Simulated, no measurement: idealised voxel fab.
You're looking at the process module voxel capacitor over wiring.
Square cell edge 5 nm, section width 295 nm, ID cut.
When this document writes out a cross-section, it uses a grid of square cells and lists it as bands, beginning at the top and moving down, with a band standing for one or more rows of cells. Per band: top height and bottom height in nm, followed by the left-to-right materials and their widths in nm; "edge to edge" marks a single material spanning edge to edge, "blank" marks empty space. Zero point of the height axis is 0; under it, received wafer = one material. Lowest band: continues down indefinitely, "z 0 and below". Graded width ("30..40"): value in top row of band = first number; value in bottom row = second number; row-to-row change constant. Step marked "nothing different"? Then no cell in the cross-section changed in it. The label "Enclosed void list" introduces a list of the empty spaces, 8 cells or larger, that have no open way up to the top; each entry in it reads width x height at distance, where the distance is taken from the left edge and all three are stated in nm. Step line, after settings: the simulator's comment on this step. overlay nm: on a step with a mask, how far right of its planned place the mask lay; negative means left.
Planned step list for the process:
| 1 | op RECEIVE | material Si |
| 2 | op CONFORMAL_DEP | material SiO2 | thk nm 10 |
| 3 | op DIRECTIONAL_DEP | material TiN | thk nm 5 |
| 4 | op DIRECTIONAL_DEP | material W | thk nm 25 |
| 5 | op MASKED_ETCH | tone cover | mask id METAL_1 | width nm 20 | pitch nm 80 | etch materials W | depth nm 25 | overlay nm 0 |
| 6 | op MASKED_ETCH | tone cover | mask id METAL_1 | width nm 20 | pitch nm 80 | etch materials TiN | depth nm 5 | overlay nm 0 |
| 7 | op FILL_DEP | material SiO2 | thk nm 5 |
| 8 | op CMP | height nm 40 |
| 9 | op CONFORMAL_DEP | material SiCN | thk nm 5 |
| 10 | op DIRECTIONAL_DEP | material SiO2 | thk nm 15 |
| 11 | op DIRECTIONAL_DEP | material aC | thk nm 10 |
| 12 | op PATTERN | tone open | mask id PLUG_1 | material resist | width nm 15 | thk nm 25 | overlay nm 0 |
| 13 | op DIRECTIONAL_ETCH | etch materials aC | depth nm 10 |
| 14 | op STRIP | etch materials resist |
| 15 | op DIRECTIONAL_ETCH | etch materials SiO2 | depth nm 15 |
| 16 | op DIRECTIONAL_ETCH | etch materials SiCN | depth nm 5 |
| 17 | op STRIP | etch materials aC |
| 18 | op EPI | material Ru | thk nm 10 |
| 19 | op EPI | material Ru | thk nm 10 |
| 20 | op DIRECTIONAL_DEP | material TiN | thk nm 5 |
| 21 | op DIRECTIONAL_DEP | material Al2O3 | thk nm 5 |
| 22 | op DIRECTIONAL_DEP | material TiN | thk nm 10 |
| 23 | op MASKED_ETCH | tone cover | mask id UPPER_PLATE | width nm 65 | etch materials TiN | depth nm 10 | overlay nm 0 |
| 24 | op MASKED_ETCH | tone cover | mask id UPPER_PLATE | width nm 65 | etch materials Al2O3 | depth nm 5 | overlay nm 0 |
| 25 | op PATTERN | tone cover | mask id LOWER_PLATE | material resist | width nm 75 | thk nm 15 | overlay nm 0 |
| 26 | op DIRECTIONAL_ETCH | etch materials TiN | depth nm 5 |
| 27 | op STRIP | etch materials resist |
| 28 | op FILL_DEP | material SiO2 | thk nm 20 |
| 29 | op CMP | height nm 95 |
| 30 | op DIRECTIONAL_DEP | material aC | thk nm 15 |
| 31 | op PATTERN | tone open | mask id PLUG_2 | material resist | width nm 15 | thk nm 30 | overlay nm 0 |
| 32 | op DIRECTIONAL_ETCH | etch materials aC | depth nm 15 |
| 33 | op STRIP | etch materials resist |
| 34 | op DIRECTIONAL_ETCH | etch materials SiO2 | depth nm 15 |
| 35 | op STRIP | etch materials aC |
| 36 | op CONFORMAL_DEP | material TiN | thk nm 5 |
| 37 | op FILL_DEP | material Ru | thk nm 5 |
| 38 | op CMP | height nm 95 |
| 39 | op CONFORMAL_DEP | material SiCN | thk nm 5 |
Wafer as received: cross-section following step 1:
	z 0 and below | Si edge to edge
	Enclosed void list: none
First of two wafers: cross-section at end of module, run per plan:
	z 100 to 95 | SiCN edge to edge
	z 95 to 85 | SiO2: 110 | TiN: 5 | Ru: 5 | TiN: 5 | SiO2: 170
	z 85 to 80 | SiO2: 110 | TiN: 15 | SiO2: 170
	z 80 to 70 | SiO2: 100 | TiN: 65 | SiO2: 130
	z 70 to 65 | SiO2: 100 | Al2O3: 65 | SiO2: 130
	z 65 to 60 | SiO2: 95 | TiN: 75 | SiO2: 125
	z 60 to 45 | SiO2: 100 | Ru: 15 | SiO2: 180
	z 45 to 40 | SiCN: 100 | Ru: 15 | SiCN: 180
	z 40 to 15 | SiO2: 95 | W: 20 | SiO2: 60 | W: 20 | SiO2: 100
	z 15 to 10 | SiO2: 95 | TiN: 20 | SiO2: 60 | TiN: 20 | SiO2: 100
	z 10 to 0 | SiO2 edge to edge
	z 0 and below | Si edge to edge
	Enclosed void list: none
Cross-section at end of module for the second wafer of two, which matched the first in starting point and plan and differed by one mistake in its processing:
	z 105 to 100 | SiCN edge to edge
	z 100 to 95 | TiN: 115 | Ru: 5 | TiN: 175
	z 95 to 85 | SiO2: 110 | TiN: 5 | Ru: 5 | TiN: 5 | SiO2: 170
	z 85 to 80 | SiO2: 110 | TiN: 15 | SiO2: 170
	z 80 to 70 | SiO2: 100 | TiN: 65 | SiO2: 130
	z 70 to 65 | SiO2: 100 | Al2O3: 65 | SiO2: 130
	z 65 to 60 | SiO2: 95 | TiN: 75 | SiO2: 125
	z 60 to 45 | SiO2: 100 | Ru: 15 | SiO2: 180
	z 45 to 40 | SiCN: 100 | Ru: 15 | SiCN: 180
	z 40 to 15 | SiO2: 95 | W: 20 | SiO2: 60 | W: 20 | SiO2: 100
	z 15 to 10 | SiO2: 95 | TiN: 20 | SiO2: 60 | TiN: 20 | SiO2: 100
	z 10 to 0 | SiO2 edge to edge
	z 0 and below | Si edge to edge
	Enclosed void list: none
So what did we get wrong on this run? step 38 changed vs plan, executed as op CMP | height nm 100
Bottom line after processing is that, in cells, the second wafer is up or down on some materials versus the first: Ru: 1 more; TiN: 58 more
